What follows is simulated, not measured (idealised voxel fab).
process module | voxel gate over fins
cross-section cut | 285 nm wide | cells 5 nm
A cross-section is a grid of square cells, given in bands from the top down. A band is one or more rows of cells.
Each band's line starts with the height of the band's top and of its bottom, in nm. Then come its materials from left to right, each with its width in nm. One material with "throughout" fills the band from edge to edge. "air" is empty space.
Height 0 is the level under which the wafer as received is all one material. The lowest band goes on downwards, as in "0 down".
A width such as "30 to 40" changes by the same amount from each row of cells to the next, from the band's top row to its bottom row.
"no change" after a step means that no cell of the cross-section changed.
closed voids: empty space of 8 cells or more with no open way to the top, each as width x height at its distance from the left edge, in nm
after a step's settings: what the simulator itself notes on the step
overlay nm, on a step with a mask: how far to the right of its planned place the mask lay; to the left if negative
plan
1 op RECEIVE | material Si
2 op CONFORMAL_DEP | material SiN | thk nm 5
3 op MASKED_ETCH | tone cover | mask id FINS | width nm 15 | pitch nm 55 | etch materials SiN | depth nm 5 | overlay nm 0
4 op MASKED_ETCH | tone cover | mask id FINS | width nm 15 | pitch nm 55 | etch materials Si | depth nm 40 | overlay nm 0
5 op OXIDIZE | depth nm 5
6 op FILL_DEP | material SiO2 | thk nm 15
7 op CMP | height nm 5
8 op MASKED_ETCH | tone open | mask id RAIL | width nm 15 | etch materials SiO2 | depth nm 40 | overlay nm 0
9 op CONFORMAL_DEP | material TiN | thk nm 5
10 op FILL_DEP | material W | thk nm 5
11 op CMP | height nm 5
12 op SELECTIVE_ETCH | etch materials W Ru TiN | depth nm 25
13 op FILL_DEP | material SiO2 | thk nm 5
14 op CMP | height nm 5
15 op SELECTIVE_ETCH | etch materials SiO2 | depth nm 20
16 op STRIP | etch materials SiN
17 op CONFORMAL_DEP | material HfO2 | thk nm 5
18 op CONFORMAL_DEP | material TiN | thk nm 5
19 op FILL_DEP | material W | thk nm 15
20 op CMP | height nm 20
21 op CONFORMAL_DEP | material SiCN | thk nm 5
first wafer, as planned
as received, after step 1
  0 down: Si throughout
  closed voids: none
after step 2
  5 to 0: SiN throughout
  below 0: unchanged
after step 3
  5 to 0: air 50 | SiN 15 | air 40 | SiN 15 | air 40 | SiN 15 | air 40 | SiN 15 | air 55
  below 0: unchanged
after step 4
  5 to 0: air 50 | SiN 15 | air 40 | SiN 15 | air 40 | SiN 15 | air 40 | SiN 15 | air 55
  0 to -40: air 50 | Si 15 | air 40 | Si 15 | air 40 | Si 15 | air 40 | Si 15 | air 55
  below -40: unchanged
after step 5
  5 to 0: air 50 | SiN 15 | air 40 | SiN 15 | air 40 | SiN 15 | air 40 | SiN 15 | air 55
  0 to -40: air 50 | SiO2 5 | Si 5 | SiO2 5 | air 40 | SiO2 5 | Si 5 | SiO2 5 | air 40 | SiO2 5 | Si 5 | SiO2 5 | air 40 | SiO2 5 | Si 5 | SiO2 5 | air 55
  -40 to -45: SiO2 55 | Si 5 | SiO2 50 | Si 5 | SiO2 50 | Si 5 | SiO2 50 | Si 5 | SiO2 60
  below -45: unchanged
after step 6
  20 to 5: SiO2 throughout
  5 to 0: SiO2 50 | SiN 15 | SiO2 40 | SiN 15 | SiO2 40 | SiN 15 | SiO2 40 | SiN 15 | SiO2 55
  0 to -45: SiO2 55 | Si 5 | SiO2 50 | Si 5 | SiO2 50 | Si 5 | SiO2 50 | Si 5 | SiO2 60
  below -45: unchanged
after step 7
  5 to 0: SiO2 50 | SiN 15 | SiO2 40 | SiN 15 | SiO2 40 | SiN 15 | SiO2 40 | SiN 15 | SiO2 55
  below 0: unchanged
after step 8
  5 to 0: SiO2 50 | SiN 15 | SiO2 10 | air 15 | SiO2 15 | SiN 15 | SiO2 40 | SiN 15 | SiO2 40 | SiN 15 | SiO2 55
  0 to -35: SiO2 55 | Si 5 | SiO2 15 | air 15 | SiO2 20 | Si 5 | SiO2 50 | Si 5 | SiO2 50 | Si 5 | SiO2 60
  below -35: unchanged
after step 9
  10 to 5: TiN 80 | air 5 | TiN 200
  5 to 0: SiO2 50 | SiN 15 | SiO2 10 | TiN 5 | air 5 | TiN 5 | SiO2 15 | SiN 15 | SiO2 40 | SiN 15 | SiO2 40 | SiN 15 | SiO2 55
  0 to -30: SiO2 55 | Si 5 | SiO2 15 | TiN 5 | air 5 | TiN 5 | SiO2 20 | Si 5 | SiO2 50 | Si 5 | SiO2 50 | Si 5 | SiO2 60
  -30 to -35: SiO2 55 | Si 5 | SiO2 15 | TiN 15 | SiO2 20 | Si 5 | SiO2 50 | Si 5 | SiO2 50 | Si 5 | SiO2 60
  below -35: unchanged
after step 10
  15 to 10: W throughout
  10 to 5: TiN 80 | W 5 | TiN 200
  5 to 0: SiO2 50 | SiN 15 | SiO2 10 | TiN 5 | W 5 | TiN 5 | SiO2 15 | SiN 15 | SiO2 40 | SiN 15 | SiO2 40 | SiN 15 | SiO2 55
  0 to -30: SiO2 55 | Si 5 | SiO2 15 | TiN 5 | W 5 | TiN 5 | SiO2 20 | Si 5 | SiO2 50 | Si 5 | SiO2 50 | Si 5 | SiO2 60
  below -30: unchanged
after step 11
  5 to 0: SiO2 50 | SiN 15 | SiO2 10 | TiN 5 | W 5 | TiN 5 | SiO2 15 | SiN 15 | SiO2 40 | SiN 15 | SiO2 40 | SiN 15 | SiO2 55
  below 0: unchanged
after step 12
  5 to 0: SiO2 50 | SiN 15 | SiO2 10 | air 15 | SiO2 15 | SiN 15 | SiO2 40 | SiN 15 | SiO2 40 | SiN 15 | SiO2 55
  0 to -20: SiO2 55 | Si 5 | SiO2 15 | air 15 | SiO2 20 | Si 5 | SiO2 50 | Si 5 | SiO2 50 | Si 5 | SiO2 60
  below -20: unchanged
after step 13
  10 to 5: SiO2 throughout
  5 to 0: SiO2 50 | SiN 15 | SiO2 40 | SiN 15 | SiO2 40 | SiN 15 | SiO2 40 | SiN 15 | SiO2 55
  0 to -20: SiO2 55 | Si 5 | SiO2 50 | Si 5 | SiO2 50 | Si 5 | SiO2 50 | Si 5 | SiO2 60
  below -20: unchanged
after step 14
  5 to 0: SiO2 50 | SiN 15 | SiO2 40 | SiN 15 | SiO2 40 | SiN 15 | SiO2 40 | SiN 15 | SiO2 55
  below 0: unchanged
after step 15
  5 to 0: air 50 | SiN 15 | air 40 | SiN 15 | air 40 | SiN 15 | air 40 | SiN 15 | air 55
  0 to -15: air 55 | Si 5 | air 50 | Si 5 | air 50 | Si 5 | air 50 | Si 5 | air 60
  below -15: unchanged
after step 16
  0 to -15: air 55 | Si 5 | air 50 | Si 5 | air 50 | Si 5 | air 50 | Si 5 | air 60
  below -15: unchanged
after step 17
  5 to 0: air 50 | HfO2 15 | air 40 | HfO2 15 | air 40 | HfO2 15 | air 40 | HfO2 15 | air 55
  0 to -10: air 50 | HfO2 5 | Si 5 | HfO2 5 | air 40 | HfO2 5 | Si 5 | HfO2 5 | air 40 | HfO2 5 | Si 5 | HfO2 5 | air 40 | HfO2 5 | Si 5 | HfO2 5 | air 55
  -10 to -15: HfO2 55 | Si 5 | HfO2 50 | Si 5 | HfO2 50 | Si 5 | HfO2 50 | Si 5 | HfO2 60
  below -15: unchanged
after step 18
  10 to 5: air 45 | TiN 25 | air 30 | TiN 25 | air 30 | TiN 25 | air 30 | TiN 25 | air 50
  5 to 0: air 45 | TiN 5 | HfO2 15 | TiN 5 | air 30 | TiN 5 | HfO2 15 | TiN 5 | air 30 | TiN 5 | HfO2 15 | TiN 5 | air 30 | TiN 5 | HfO2 15 | TiN 5 | air 50
  0 to -5: air 45 | TiN 5 | HfO2 5 | Si 5 | HfO2 5 | TiN 5 | air 30 | TiN 5 | HfO2 5 | Si 5 | HfO2 5 | TiN 5 | air 30 | TiN 5 | HfO2 5 | Si 5 | HfO2 5 | TiN 5 | air 30 | TiN 5 | HfO2 5 | Si 5 | HfO2 5 | TiN 5 | air 50
  -5 to -10: TiN 50 | HfO2 5 | Si 5 | HfO2 5 | TiN 40 | HfO2 5 | Si 5 | HfO2 5 | TiN 40 | HfO2 5 | Si 5 | HfO2 5 | TiN 40 | HfO2 5 | Si 5 | HfO2 5 | TiN 55
  below -10: unchanged
after step 19
  25 to 10: W throughout
  10 to 5: W 45 | TiN 25 | W 30 | TiN 25 | W 30 | TiN 25 | W 30 | TiN 25 | W 50
  5 to 0: W 45 | TiN 5 | HfO2 15 | TiN 5 | W 30 | TiN 5 | HfO2 15 | TiN 5 | W 30 | TiN 5 | HfO2 15 | TiN 5 | W 30 | TiN 5 | HfO2 15 | TiN 5 | W 50
  0 to -5: W 45 | TiN 5 | HfO2 5 | Si 5 | HfO2 5 | TiN 5 | W 30 | TiN 5 | HfO2 5 | Si 5 | HfO2 5 | TiN 5 | W 30 | TiN 5 | HfO2 5 | Si 5 | HfO2 5 | TiN 5 | W 30 | TiN 5 | HfO2 5 | Si 5 | HfO2 5 | TiN 5 | W 50
  below -5: unchanged
after step 20
  20 to 10: W throughout
  below 10: unchanged
after step 21
  25 to 20: SiCN throughout
  below 20: unchanged
second wafer: like start, like plan, one mistake. Through step 14 it matches the first wafer
when step 15 should have ended
  5 to 0: air 50 | SiN 15 | air 40 | SiN 15 | air 40 | SiN 15 | air 40 | SiN 15 | air 55
  0 to -20: air 55 | Si 5 | air 50 | Si 5 | air 50 | Si 5 | air 50 | Si 5 | air 60
  -20 to -30: air 55 | Si 5 | air 15 | TiN 5 | W 5 | TiN 5 | air 20 | Si 5 | air 50 | Si 5 | air 50 | Si 5 | air 60
  -30 to -35: air 55 | Si 5 | air 15 | TiN 15 | air 20 | Si 5 | air 50 | Si 5 | air 50 | Si 5 | air 60
  below -35: unchanged
when step 16 should have ended
  0 to -20: air 55 | Si 5 | air 50 | Si 5 | air 50 | Si 5 | air 50 | Si 5 | air 60
  below -20: unchanged
when step 17 should have ended
  5 to 0: air 50 | HfO2 15 | air 40 | HfO2 15 | air 40 | HfO2 15 | air 40 | HfO2 15 | air 55
  0 to -15: air 50 | HfO2 5 | Si 5 | HfO2 5 | air 40 | HfO2 5 | Si 5 | HfO2 5 | air 40 | HfO2 5 | Si 5 | HfO2 5 | air 40 | HfO2 5 | Si 5 | HfO2 5 | air 55
  -15 to -20: air 50 | HfO2 5 | Si 5 | HfO2 5 | air 5 | HfO2 25 | air 10 | HfO2 5 | Si 5 | HfO2 5 | air 40 | HfO2 5 | Si 5 | HfO2 5 | air 40 | HfO2 5 | Si 5 | HfO2 5 | air 55
  -20 to -30: air 50 | HfO2 5 | Si 5 | HfO2 5 | air 5 | HfO2 5 | TiN 5 | W 5 | TiN 5 | HfO2 5 | air 10 | HfO2 5 | Si 5 | HfO2 5 | air 40 | HfO2 5 | Si 5 | HfO2 5 | air 40 | HfO2 5 | Si 5 | HfO2 5 | air 55
  -30 to -35: HfO2 55 | Si 5 | HfO2 15 | TiN 15 | HfO2 20 | Si 5 | HfO2 50 | Si 5 | HfO2 50 | Si 5 | HfO2 60
  below -35: unchanged
when step 18 should have ended
  10 to 5: air 45 | TiN 25 | air 30 | TiN 25 | air 30 | TiN 25 | air 30 | TiN 25 | air 50
  5 to 0: air 45 | TiN 5 | HfO2 15 | TiN 5 | air 30 | TiN 5 | HfO2 15 | TiN 5 | air 30 | TiN 5 | HfO2 15 | TiN 5 | air 30 | TiN 5 | HfO2 15 | TiN 5 | air 50
  0 to -10: air 45 | TiN 5 | HfO2 5 | Si 5 | HfO2 5 | TiN 5 | air 30 | TiN 5 | HfO2 5 | Si 5 | HfO2 5 | TiN 5 | air 30 | TiN 5 | HfO2 5 | Si 5 | HfO2 5 | TiN 5 | air 30 | TiN 5 | HfO2 5 | Si 5 | HfO2 5 | TiN 5 | air 50
  -10 to -15: air 45 | TiN 5 | HfO2 5 | Si 5 | HfO2 5 | TiN 40 | HfO2 5 | Si 5 | HfO2 5 | TiN 5 | air 30 | TiN 5 | HfO2 5 | Si 5 | HfO2 5 | TiN 5 | air 30 | TiN 5 | HfO2 5 | Si 5 | HfO2 5 | TiN 5 | air 50
  -15 to -20: air 45 | TiN 5 | HfO2 5 | Si 5 | HfO2 5 | TiN 5 | HfO2 25 | TiN 10 | HfO2 5 | Si 5 | HfO2 5 | TiN 5 | air 30 | TiN 5 | HfO2 5 | Si 5 | HfO2 5 | TiN 5 | air 30 | TiN 5 | HfO2 5 | Si 5 | HfO2 5 | TiN 5 | air 50
  -20 to -25: air 45 | TiN 5 | HfO2 5 | Si 5 | HfO2 5 | TiN 5 | HfO2 5 | TiN 5 | W 5 | TiN 5 | HfO2 5 | TiN 10 | HfO2 5 | Si 5 | HfO2 5 | TiN 5 | air 30 | TiN 5 | HfO2 5 | Si 5 | HfO2 5 | TiN 5 | air 30 | TiN 5 | HfO2 5 | Si 5 | HfO2 5 | TiN 5 | air 50
  -25 to -30: TiN 50 | HfO2 5 | Si 5 | HfO2 5 | TiN 5 | HfO2 5 | TiN 5 | W 5 | TiN 5 | HfO2 5 | TiN 10 | HfO2 5 | Si 5 | HfO2 5 | TiN 40 | HfO2 5 | Si 5 | HfO2 5 | TiN 40 | HfO2 5 | Si 5 | HfO2 5 | TiN 55
  below -30: unchanged
when step 19 should have ended
  25 to 10: W throughout
  10 to 5: W 45 | TiN 25 | W 30 | TiN 25 | W 30 | TiN 25 | W 30 | TiN 25 | W 50
  5 to 0: W 45 | TiN 5 | HfO2 15 | TiN 5 | W 30 | TiN 5 | HfO2 15 | TiN 5 | W 30 | TiN 5 | HfO2 15 | TiN 5 | W 30 | TiN 5 | HfO2 15 | TiN 5 | W 50
  0 to -10: W 45 | TiN 5 | HfO2 5 | Si 5 | HfO2 5 | TiN 5 | W 30 | TiN 5 | HfO2 5 | Si 5 | HfO2 5 | TiN 5 | W 30 | TiN 5 | HfO2 5 | Si 5 | HfO2 5 | TiN 5 | W 30 | TiN 5 | HfO2 5 | Si 5 | HfO2 5 | TiN 5 | W 50
  -10 to -15: W 45 | TiN 5 | HfO2 5 | Si 5 | HfO2 5 | TiN 40 | HfO2 5 | Si 5 | HfO2 5 | TiN 5 | W 30 | TiN 5 | HfO2 5 | Si 5 | HfO2 5 | TiN 5 | W 30 | TiN 5 | HfO2 5 | Si 5 | HfO2 5 | TiN 5 | W 50
  -15 to -20: W 45 | TiN 5 | HfO2 5 | Si 5 | HfO2 5 | TiN 5 | HfO2 25 | TiN 10 | HfO2 5 | Si 5 | HfO2 5 | TiN 5 | W 30 | TiN 5 | HfO2 5 | Si 5 | HfO2 5 | TiN 5 | W 30 | TiN 5 | HfO2 5 | Si 5 | HfO2 5 | TiN 5 | W 50
  -20 to -25: W 45 | TiN 5 | HfO2 5 | Si 5 | HfO2 5 | TiN 5 | HfO2 5 | TiN 5 | W 5 | TiN 5 | HfO2 5 | TiN 10 | HfO2 5 | Si 5 | HfO2 5 | TiN 5 | W 30 | TiN 5 | HfO2 5 | Si 5 | HfO2 5 | TiN 5 | W 30 | TiN 5 | HfO2 5 | Si 5 | HfO2 5 | TiN 5 | W 50
  below -25: unchanged
when step 20 should have ended
  20 to 10: W throughout
  below 10: unchanged
when step 21 should have ended
  25 to 20: SiCN throughout
  below 20: unchanged
what went wrong: step 15 was run twice
at the end the second wafer has, in cells: 38 more of HfO2 | 203 fewer of SiO2 | 35 more of TiN | 130 more of W
